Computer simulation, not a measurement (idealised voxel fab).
A process module follows: voxel gate over fins.
For reference, the cross-section in this document is cut, with width 225 nm and square cells of 5 nm.
Think of the cross-section as a grid of square cells. We describe it in bands, top to bottom, and each band covers one or more rows of those cells. Within each band entry, the heights of the top and of the bottom of the band appear first, in that order and in nm; the materials of the band then follow from left to right, each with its corresponding width in nm. The designation "everywhere" on a single material indicates that it fills the band from edge to edge; the designation "blank" indicates empty space. Zero point of the height axis is 0; under it, received wafer = one material. Lowest band: continues down indefinitely, "0 and below". Think of "30->40" as a width that walks from the first number to the second as you go down the band, top row to bottom row, taking equal-sized steps from row to row. Step marked "nothing got changed"? Then no cell in the cross-section changed in it. Entry "Trapped voids" = empty spaces >= 8 cells with no open way to the top; each as width x height at distance, distance from left edge, all nm. What comes after the settings on a step's line is commentary from the simulator itself on that step. "overlay nm", when on a step's line for a step with a mask, measures how far to the right of its planned place the mask lay; a negative measure means to the left.
### Below is the list of planned process steps
1. RECEIVE [material Si]
2. CONFORMAL_DEP [material SiN] [thk nm 10]
3. PATTERN [tone cover] [mask id FINS] [material resist] [width nm 15] [pitch nm 45] [thk nm 15] [overlay nm 0]
4. DIRECTIONAL_ETCH [etch materials SiN] [depth nm 10]
5. DIRECTIONAL_ETCH [etch materials Si] [depth nm 30]
6. STRIP [etch materials resist]
7. OXIDIZE [depth nm 5]
8. FILL_DEP [material SiO2] [thk nm 5]
9. CMP [height nm 10]
10. SELECTIVE_ETCH [etch materials SiO2] [depth nm 25]
11. STRIP [etch materials SiN]
12. CONFORMAL_DEP [material HfO2] [thk nm 5]
13. CONFORMAL_DEP [material TiN] [thk nm 5]
14. CONFORMAL_DEP [material TiAl] [thk nm 5]
15. CONFORMAL_DEP [material TiN] [thk nm 5]
16. FILL_DEP [material W] [thk nm 10]
17. CMP [height nm 25]
18. CONFORMAL_DEP [material SiCN] [thk nm 5]
### The cross-section here shows the wafer as received, i.e. in its state after step 1
> 0 and below | Si everywhere
> Trapped voids: none
### Looking at the first of two wafers in cross-section at end of module - ran to plan
> 30 down to 25 | SiCN everywhere
> 25 down to 20 | W everywhere
> 20 down to 15 | W (65) | TiN (90) | W (70)
> 15 down to 10 | W (65) | TiN (5) | TiAl (35) | TiN (10) | TiAl (35) | TiN (5) | W (70)
> 10 down to 5 | W (65) | TiN (5) | TiAl (5) | TiN (25) | TiAl (5) | TiN (10) | TiAl (5) | TiN (25) | TiAl (5) | TiN (5) | W (70)
> 5 down to 0 | TiN (70) | TiAl (5) | TiN (5) | HfO2 (15) | TiN (5) | TiAl (5) | TiN (10) | TiAl (5) | TiN (5) | HfO2 (15) | TiN (5) | TiAl (5) | TiN (75)
> 0 down to -5 | TiAl (75) | TiN (5) | HfO2 (5) | Si (5) | HfO2 (5) | TiN (5) | TiAl (20) | TiN (5) | HfO2 (5) | Si (5) | HfO2 (5) | TiN (5) | TiAl (80)
> -5 down to -10 | TiN (80) | HfO2 (5) | Si (5) | HfO2 (5) | TiN (30) | HfO2 (5) | Si (5) | HfO2 (5) | TiN (85)
> -10 down to -15 | HfO2 (85) | Si (5) | HfO2 (40) | Si (5) | HfO2 (90)
> -15 down to -35 | SiO2 (85) | Si (5) | SiO2 (40) | Si (5) | SiO2 (90)
> -35 and below | Si everywhere
> Trapped voids: none
### So this is wafer number two of the two, cut at the end of the module - it started where the first did and had the same plan, we just got one thing wrong running it
> 30 down to 25 | SiCN everywhere
> 25 down to 20 | W everywhere
> 20 down to 15 | W (65) | TiN (90) | W (70)
> 15 down to 10 | W (65) | TiN (5) | TiAl (35) | TiN (10) | TiAl (35) | TiN (5) | W (70)
> 10 down to 5 | W (65) | TiN (5) | TiAl (5) | TiN (25) | TiAl (5) | TiN (10) | TiAl (5) | TiN (25) | TiAl (5) | TiN (5) | W (70)
> 5 down to 0 | TiN (70) | TiAl (5) | TiN (5) | HfO2 (15) | TiN (5) | TiAl (5) | TiN (10) | TiAl (5) | TiN (5) | HfO2 (15) | TiN (5) | TiAl (5) | TiN (75)
> 0 down to -5 | TiAl (75) | TiN (5) | HfO2 (5) | Si (5) | HfO2 (5) | TiN (5) | TiAl (20) | TiN (5) | HfO2 (5) | Si (5) | HfO2 (5) | TiN (5) | TiAl (80)
> -5 down to -10 | TiN (80) | HfO2 (5) | Si (5) | HfO2 (5) | TiN (30) | HfO2 (5) | Si (5) | HfO2 (5) | TiN (85)
> -10 down to -15 | HfO2 (85) | Si (5) | HfO2 (40) | Si (5) | HfO2 (90)
> -15 down to -65 | SiO2 (85) | Si (5) | SiO2 (40) | Si (5) | SiO2 (90)
> -65 and below | Si everywhere
> Trapped voids: none
So what did we get wrong on this run? step 5 of the plan was executed twice over
Final comparison by cell count, materials where the second wafer has more or fewer than the first: Si -258, SiO2 +258
